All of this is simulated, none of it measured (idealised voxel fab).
process module | voxel released beams
cross-section cut | 145 nm wide | cells 5 nm
A cross-section is a grid of square cells, given in bands from the top down. A band is one or more rows of cells.
Each band's line starts with the height of the band's top and of its bottom, in nm. Then come its materials from left to right, each with its width in nm. One material with "throughout" fills the band from edge to edge. "air" is empty space.
Height 0 is the level under which the wafer as received is all one material. The lowest band goes on downwards, as in "0 down".
A width such as "30 to 40" changes by the same amount from each row of cells to the next, from the band's top row to its bottom row.
"no change" after a step means that no cell of the cross-section changed.
closed voids: empty space of 8 cells or more with no open way to the top, each as width x height at its distance from the left edge, in nm
after a step's settings: what the simulator itself notes on the step
overlay nm, on a step with a mask: how far to the right of its planned place the mask lay; to the left if negative
plan
1 op RECEIVE | material Si
2 op CONFORMAL_DEP | material Al2O3 | thk nm 5
3 op DIRECTIONAL_DEP | material SiO2 | thk nm 20
4 op MASKED_ETCH | tone open | mask id ANCHOR | width nm 45 | etch materials SiO2 | depth nm 20 | overlay nm 0
5 op CONFORMAL_DEP | material polySi | thk nm 15
6 op MASKED_ETCH | tone cover | mask id BEAM | width nm 90 | etch materials polySi | depth nm 15 | overlay nm 0
7 op STRIP | etch materials SiO2
as received, after step 1
  0 down: Si throughout
  closed voids: none
first wafer at the end, as planned
  40 to 25: air 25 | polySi 20 | air 15 | polySi 55 | air 30
  25 to 20: air 30 | polySi 15 | air 15 | polySi 15 | air 70
  20 to 5: air 30 | polySi 45 | air 70
  5 to 0: Al2O3 throughout
  0 down: Si throughout
  closed voids: none
second wafer at the end: like start, like plan, one mistake
  25 to 5: air 30 | polySi 15 | air 15 | polySi 15 | air 70
  5 to 0: Al2O3 throughout
  0 down: Si throughout
  closed voids: none
what went wrong: step 6 ran as: op MASKED_ETCH | tone open | mask id BEAM | width nm 90 | etch materials polySi | depth nm 15 | overlay nm 0
at the end the second wafer has, in cells: 54 fewer of polySi
